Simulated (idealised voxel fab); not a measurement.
process module | voxel plated lines
cross-section cut | 265 nm wide | cells 5 nm
A cross-section is a grid of square cells, given in bands from the top down. A band is one or more rows of cells.
Each band's line starts with the height of the band's top and of its bottom, in nm. Then come its materials from left to right, each with its width in nm. One material with "throughout" fills the band from edge to edge. "air" is empty space.
Height 0 is the level under which the wafer as received is all one material. The lowest band goes on downwards, as in "0 down".
A width such as "30 to 40" changes by the same amount from each row of cells to the next, from the band's top row to its bottom row.
"no change" after a step means that no cell of the cross-section changed.
closed voids: empty space of 8 cells or more with no open way to the top, each as width x height at its distance from the left edge, in nm
after a step's settings: what the simulator itself notes on the step
overlay nm, on a step with a mask: how far to the right of its planned place the mask lay; to the left if negative
plan
1 op RECEIVE | material Si
2 op CONFORMAL_DEP | material SiO2 | thk nm 5
3 op DIRECTIONAL_DEP | material TiN | thk nm 5
4 op PATTERN | tone open | mask id LINES | material resist | width nm 15 | pitch nm 55 | thk nm 20 | overlay nm 0
5 op EPI | material Ru | thk nm 10
6 op STRIP | etch materials resist
7 op DIRECTIONAL_ETCH | etch materials TiN | depth nm 5
8 op CONFORMAL_DEP | material SiCN | thk nm 5
varied across the wafers: width nm of step 4. The plan shows the first wafer's value. All wafers start alike
first wafer as received, after step 1
  0 down: Si throughout
  closed voids: none
each wafer at the end: cells of each material gained (+) or lost (-) since it was received, then its closed voids
width nm 15 | +18 Ru | +71 SiCN | +53 SiO2 | +9 TiN | closed voids: none
width nm 20 | +24 Ru | +71 SiCN | +53 SiO2 | +12 TiN | closed voids: none
width nm 25 | +30 Ru | +71 SiCN | +53 SiO2 | +15 TiN | closed voids: none
width nm 30 | +36 Ru | +71 SiCN | +53 SiO2 | +18 TiN | closed voids: none
width nm 35 | +42 Ru | +71 SiCN | +53 SiO2 | +21 TiN | closed voids: none
width nm 40 | +48 Ru | +71 SiCN | +53 SiO2 | +24 TiN | closed voids: none
